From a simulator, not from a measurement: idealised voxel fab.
Herein follows the process module entitled voxel ribs on slabs.
Xsec cut, 285 nm wide, square cell size 5 nm.
Each cross-section below is a grid of square cells, stated as bands in top-down order, with one or more rows of cells making up each band.
Quick guide to a band line: top height, bottom height (nm) up front; then every material left to right with its width in nm. Only one material and it's marked "edge to edge"? Then it fills the band edge to edge. And "empty" just means empty space.
Heights from 0 (as-received wafer is one material below). Bottom band endless downward, as "0 down".
Quick explanation for "30..40": the width changes in equal steps down the rows of cells, from the first number in the band's top row to the second number in its bottom row.
Key: "nothing changed" - step with no changed cell in the cross-section.
In the "Sealed-off cavities" entry, you get each enclosed empty space of 8 cells or more, one with no open way to the top, written width x height at distance, distance from the left edge, in nm.
What comes after the settings on a step's line is commentary from the simulator itself on that step.
A step line may carry the setting "overlay nm", which, for steps involving a mask, states the distance by which the mask lay to the right of its intended position; negative values denote displacement to the left.

STEPS PLANNED FOR THE PROCESS
1: RECEIVE [material Si]
2: DIRECTIONAL_DEP [material SiO2] [thk nm 30]
3: DIRECTIONAL_DEP [material SiN] [thk nm 15]
4: PATTERN [tone cover] [mask id RIB] [material resist] [width nm 25] [thk nm 20] [overlay nm 0]
5: DIRECTIONAL_ETCH [etch materials SiN] [depth nm 5]
6: STRIP [etch materials resist]
7: MASKED_ETCH [tone cover] [mask id SLAB] [width nm 55] [etch materials SiN] [depth nm 10] [overlay nm 0]
8: FILL_DEP [material SiO2] [thk nm 20]
9: CMP [height nm 55]
10: DIRECTIONAL_DEP [material W] [thk nm 10]
11: MASKED_ETCH [tone cover] [mask id HEATER] [width nm 25] [etch materials W] [depth nm 10] [overlay nm 0]
12: CONFORMAL_DEP [material SiO2] [thk nm 5]
For this document, wafers share an identical start and vary in the step 11 width nm; the plan quotes the first wafer's value.

CROSS-SECTION OF THE FIRST INCOMING WAFER OF SEVERAL, STATE AFTER STEP 1
- 0 down  Si edge to edge
- Sealed-off cavities: none

THE FIRST OF SEVERAL WAFERS, SEEN IN CROSS-SECTION AFTER THE MODULE'S LAST STEP, STEP 12
- 70 to 65  empty 125 nm | SiO2 35 nm | empty 125 nm
- 65 to 60  empty 125 nm | SiO2 5 nm | W 25 nm | SiO2 5 nm | empty 125 nm
- 60 to 55  SiO2 130 nm | W 25 nm | SiO2 130 nm
- 55 to 45  SiO2 edge to edge
- 45 to 40  SiO2 130 nm | SiN 25 nm | SiO2 130 nm
- 40 to 30  SiO2 115 nm | SiN 55 nm | SiO2 115 nm
- 30 to 0  SiO2 edge to edge
- 0 down  Si edge to edge
- Sealed-off cavities: none

HERE WE CROSS-SECTIONED THE LAST OF THE WAFERS ONCE THE MODULE WAS DONE
- 70 to 65  empty 115 nm | SiO2 60 nm | empty 110 nm
- 65 to 60  empty 115 nm | SiO2 5 nm | W 50 nm | SiO2 5 nm | empty 110 nm
- 60 to 55  SiO2 120 nm | W 50 nm | SiO2 115 nm
- 55 to 45  SiO2 edge to edge
- 45 to 40  SiO2 130 nm | SiN 25 nm | SiO2 130 nm
- 40 to 30  SiO2 115 nm | SiN 55 nm | SiO2 115 nm
- 30 to 0  SiO2 edge to edge
- 0 down  Si edge to edge
- Sealed-off cavities: none

EVERY ROW IN THIS TABLE IS A WAFER AT THE END OF THE MODULE, AND IT GIVES, FOR EACH OF THE MATERIALS, THE CELLS THAT WAFER HAS GAINED (+) OR LOST (-) SINCE IT WAS RECEIVED, THEN ITS CLOSED VOIDS
width nm 25 | +27 SiN | +661 SiO2 | +10 W | Sealed-off cavities: none
width nm 30 | +27 SiN | +661 SiO2 | +12 W | Sealed-off cavities: none
width nm 35 | +27 SiN | +661 SiO2 | +14 W | Sealed-off cavities: none
width nm 40 | +27 SiN | +661 SiO2 | +16 W | Sealed-off cavities: none
width nm 45 | +27 SiN | +661 SiO2 | +18 W | Sealed-off cavities: none
width nm 50 | +27 SiN | +661 SiO2 | +20 W | Sealed-off cavities: none
